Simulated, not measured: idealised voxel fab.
Documented hereafter: the process module known as voxel transistor to metal.
Each square cell in cross-section cut measures 5 nm, and the section as a whole is 165 nm wide.
Bands, listed from the top down, are how a cross-section gets written in this document; the cross-section itself is a grid of square cells, and a band is one or more rows of them. In this notation a band is specified by the heights of its top and bottom, in that order and in nm, after which its materials appear from left to right, each paired with its width in nm. The word "throughout" attached to a single material means that material fills the band from edge to edge; the word "empty" stands for empty space. Below 0: as-received wafer, all one material; heights counted from there. Lowest band: no bottom, goes on down, written "0..down". Width: "30..40" (first number = top row, second number = bottom row, same change from row to row of cells). Basically "nothing different" means that step didn't change any cell in the cross-section. "Cavities, closed" contains a list of empty spaces, each no smaller than 8 cells and without an open way to the top, written in the form width x height at distance with the distance from the left edge and all three in nm. That trailing text on a step's line, after the settings, is the simulator's own remark on the step. overlay nm: where the mask lay relative to plan, measured to the right, on steps with a mask; negatives go left.
**Process steps - plan**
1: RECEIVE [material Si]
2: CONFORMAL_DEP [material SiO2] [thk nm 5]
3: CONFORMAL_DEP [material SiN] [thk nm 15]
4: PATTERN [tone cover] [mask id ACTIVE] [material resist] [width nm 95] [thk nm 15] [overlay nm 0]
5: DIRECTIONAL_ETCH [etch materials SiN] [depth nm 15]
6: DIRECTIONAL_ETCH [etch materials SiO2] [depth nm 5]
7: DIRECTIONAL_ETCH [etch materials Si] [depth nm 35]
8: STRIP [etch materials resist]
9: FILL_DEP [material SiO2] [thk nm 15]
10: CMP [height nm 20]
11: SELECTIVE_ETCH [etch materials SiO2] [depth nm 10]
12: STRIP [etch materials SiN]
13: SELECTIVE_ETCH [etch materials SiO2] [depth nm 5]
14: OXIDIZE [depth nm 5]
15: DIRECTIONAL_DEP [material polySi] [thk nm 25]
16: DIRECTIONAL_DEP [material SiCN] [thk nm 10]
17: DIRECTIONAL_DEP [material aC] [thk nm 15]
18: PATTERN [tone cover] [mask id GATE] [material resist] [width nm 15] [thk nm 30] [overlay nm 0]
19: DIRECTIONAL_ETCH [etch materials aC] [depth nm 15]
20: STRIP [etch materials resist]
21: DIRECTIONAL_ETCH [etch materials SiCN] [depth nm 20]
22: DIRECTIONAL_ETCH [etch materials polySi] [depth nm 35]
23: STRIP [etch materials aC]
24: CONFORMAL_DEP [material SiN] [thk nm 10]
25: DIRECTIONAL_ETCH [etch materials SiN] [depth nm 10]
26: DIRECTIONAL_ETCH [etch materials SiO2] [depth nm 5]
27: DIRECTIONAL_ETCH [etch materials Si] [depth nm 15]
28: EPI [material pSi] [thk nm 20]
29: FILL_DEP [material SiO2] [thk nm 5]
30: CMP [height nm 35]
31: DIRECTIONAL_DEP [material SiO2] [thk nm 15]
32: PATTERN [tone open] [mask id CONTACT] [material resist] [width nm 30] [pitch nm 55] [thk nm 15] [overlay nm 0]
33: DIRECTIONAL_ETCH [etch materials SiO2] [depth nm 35]
34: STRIP [etch materials resist]
35: CONFORMAL_DEP [material TiN] [thk nm 5]
36: FILL_DEP [material W] [thk nm 10]
37: CMP [height nm 50]
38: CONFORMAL_DEP [material SiCN] [thk nm 5]
39: DIRECTIONAL_DEP [material SiO2] [thk nm 25]
40: DIRECTIONAL_DEP [material aC] [thk nm 10]
41: PATTERN [tone open] [mask id METAL_1] [material resist] [width nm 20] [pitch nm 65] [thk nm 25] [overlay nm 0]
42: DIRECTIONAL_ETCH [etch materials aC] [depth nm 10]
43: STRIP [etch materials resist]
44: DIRECTIONAL_ETCH [etch materials SiO2] [depth nm 25]
45: DIRECTIONAL_ETCH [etch materials SiCN] [depth nm 5]
46: STRIP [etch materials aC]
47: CONFORMAL_DEP [material TiN] [thk nm 5]
48: FILL_DEP [material Cu] [thk nm 5]
49: CMP [height nm 80]
50: CONFORMAL_DEP [material SiCN] [thk nm 5]
51: DIRECTIONAL_DEP [material SiO2] [thk nm 30]
52: DIRECTIONAL_DEP [material aC] [thk nm 15]
53: PATTERN [tone open] [mask id METAL_2] [material resist] [width nm 20] [pitch nm 65] [thk nm 35] [overlay nm 0]
54: DIRECTIONAL_ETCH [etch materials aC] [depth nm 15]
55: STRIP [etch materials resist]
56: DIRECTIONAL_ETCH [etch materials SiO2] [depth nm 15]
57: STRIP [etch materials aC]
58: MASKED_ETCH [tone open] [mask id METAL_2_HOLES] [width nm 15] [pitch nm 65] [etch materials SiO2] [depth nm 15] [overlay nm 0]
59: MASKED_ETCH [tone open] [mask id METAL_2_HOLES] [width nm 15] [pitch nm 65] [etch materials SiCN] [depth nm 5] [overlay nm 0]
60: CONFORMAL_DEP [material TiN] [thk nm 5]
61: FILL_DEP [material Cu] [thk nm 5]
62: CMP [height nm 115]
63: CONFORMAL_DEP [material SiN] [thk nm 5]
Variable across wafers: step 58 width nm (plan value is that of the first wafer; starting state common to all).
**So this is the first of several wafers, cross-sectioned as it came to us, meaning it's at the end of step 1**
    0..down  Si throughout
    Cavities, closed: none
**Here's the first of several wafers in cross-section, end of the module, after the last step, step 63**
    120..115  SiN throughout
    115..105  40 SiO2; 5 TiN; 10 Cu; 5 TiN; 45 SiO2; 5 TiN; 10 Cu; 5 TiN; 40 SiO2
    105..100  40 SiO2; 5 TiN; 5 Cu; 10 TiN; 45 SiO2; 5 TiN; 5 Cu; 10 TiN; 40 SiO2
    100..85  40 SiO2; 5 TiN; 5 Cu; 5 TiN; 50 SiO2; 5 TiN; 5 Cu; 5 TiN; 45 SiO2
    85..80  40 SiCN; 15 TiN; 50 SiCN; 15 TiN; 45 SiCN
    80..55  40 SiO2; 5 TiN; 10 Cu; 5 TiN; 45 SiO2; 5 TiN; 10 Cu; 5 TiN; 40 SiO2
    55..50  40 SiCN; 20 TiN; 45 SiCN; 20 TiN; 40 SiCN
    50..40  40 SiO2; 5 TiN; 20 W; 5 TiN; 25 SiO2; 5 TiN; 20 W; 5 TiN; 40 SiO2
    40..35  40 SiO2; 5 TiN; 15 W; 10 TiN; 25 SiO2; 10 TiN; 15 W; 5 TiN; 40 SiO2
    35..25  40 SiO2; 5 TiN; 15 W; 5 TiN; 10 SiN; 15 SiCN; 10 SiN; 5 TiN; 15 W; 5 TiN; 40 SiO2
    25..20  40 SiO2; 5 TiN; 15 W; 5 TiN; 10 SiN; 15 polySi; 10 SiN; 5 TiN; 15 W; 5 TiN; 40 SiO2
    20..15  40 SiO2; 25 TiN; 10 SiN; 15 polySi; 10 SiN; 25 TiN; 40 SiO2
    15..5  30 SiO2; 35 pSi; 10 SiN; 15 polySi; 10 SiN; 35 pSi; 30 SiO2
    5..0  30 SiO2; 10 SiN; 25 pSi; 10 SiN; 15 polySi; 10 SiN; 25 pSi; 10 SiN; 30 SiO2
    0..-5  40 SiO2; 25 pSi; 35 SiO2; 25 pSi; 40 SiO2
    -5..-20  35 SiO2; 5 Si; 25 pSi; 35 Si; 25 pSi; 5 Si; 35 SiO2
    -20..-35  35 SiO2; 95 Si; 35 SiO2
    -35..down  Si throughout
    Cavities, closed: none
**Last-wafer cross-section at the end of the module**
    120..115  SiN throughout
    115..105  35 SiO2; 5 TiN; 20 Cu; 5 TiN; 35 SiO2; 5 TiN; 20 Cu; 5 TiN; 35 SiO2
    105..100  35 SiO2; 10 TiN; 10 Cu; 10 TiN; 35 SiO2; 10 TiN; 10 Cu; 10 TiN; 35 SiO2
    100..90  40 SiO2; 5 TiN; 10 Cu; 5 TiN; 45 SiO2; 5 TiN; 10 Cu; 5 TiN; 40 SiO2
    90..85  40 SiO2; 5 TiN; 5 Cu; 10 TiN; 45 SiO2; 5 TiN; 5 Cu; 10 TiN; 40 SiO2
    85..80  40 SiCN; 15 TiN; 50 SiCN; 15 TiN; 45 SiCN
    80..55  40 SiO2; 5 TiN; 10 Cu; 5 TiN; 45 SiO2; 5 TiN; 10 Cu; 5 TiN; 40 SiO2
    55..50  40 SiCN; 20 TiN; 45 SiCN; 20 TiN; 40 SiCN
    50..40  40 SiO2; 5 TiN; 20 W; 5 TiN; 25 SiO2; 5 TiN; 20 W; 5 TiN; 40 SiO2
    40..35  40 SiO2; 5 TiN; 15 W; 10 TiN; 25 SiO2; 10 TiN; 15 W; 5 TiN; 40 SiO2
    35..25  40 SiO2; 5 TiN; 15 W; 5 TiN; 10 SiN; 15 SiCN; 10 SiN; 5 TiN; 15 W; 5 TiN; 40 SiO2
    25..20  40 SiO2; 5 TiN; 15 W; 5 TiN; 10 SiN; 15 polySi; 10 SiN; 5 TiN; 15 W; 5 TiN; 40 SiO2
    20..15  40 SiO2; 25 TiN; 10 SiN; 15 polySi; 10 SiN; 25 TiN; 40 SiO2
    15..5  30 SiO2; 35 pSi; 10 SiN; 15 polySi; 10 SiN; 35 pSi; 30 SiO2
    5..0  30 SiO2; 10 SiN; 25 pSi; 10 SiN; 15 polySi; 10 SiN; 25 pSi; 10 SiN; 30 SiO2
    0..-5  40 SiO2; 25 pSi; 35 SiO2; 25 pSi; 40 SiO2
    -5..-20  35 SiO2; 5 Si; 25 pSi; 35 Si; 25 pSi; 5 Si; 35 SiO2
    -20..-35  35 SiO2; 95 Si; 35 SiO2
    -35..down  Si throughout
    Cavities, closed: none
**The following table contains a row per wafer, in which are reported, at the conclusion of the module, the cells of each material gained (+) or lost (-) since the wafer's receipt, with its closed voids given thereafter**
width nm 15; +36 Cu; -147 Si; +58 SiCN; +65 SiN; +551 SiO2; +96 TiN; +40 W; +78 pSi; +15 polySi; Cavities, closed: none
width nm 20; +42 Cu; -147 Si; +58 SiCN; +65 SiN; +545 SiO2; +96 TiN; +40 W; +78 pSi; +15 polySi; Cavities, closed: none
width nm 25; +46 Cu; -147 Si; +58 SiCN; +65 SiN; +539 SiO2; +98 TiN; +40 W; +78 pSi; +15 polySi; Cavities, closed: none
width nm 30; +50 Cu; -147 Si; +58 SiCN; +65 SiN; +533 SiO2; +100 TiN; +40 W; +78 pSi; +15 polySi; Cavities, closed: none
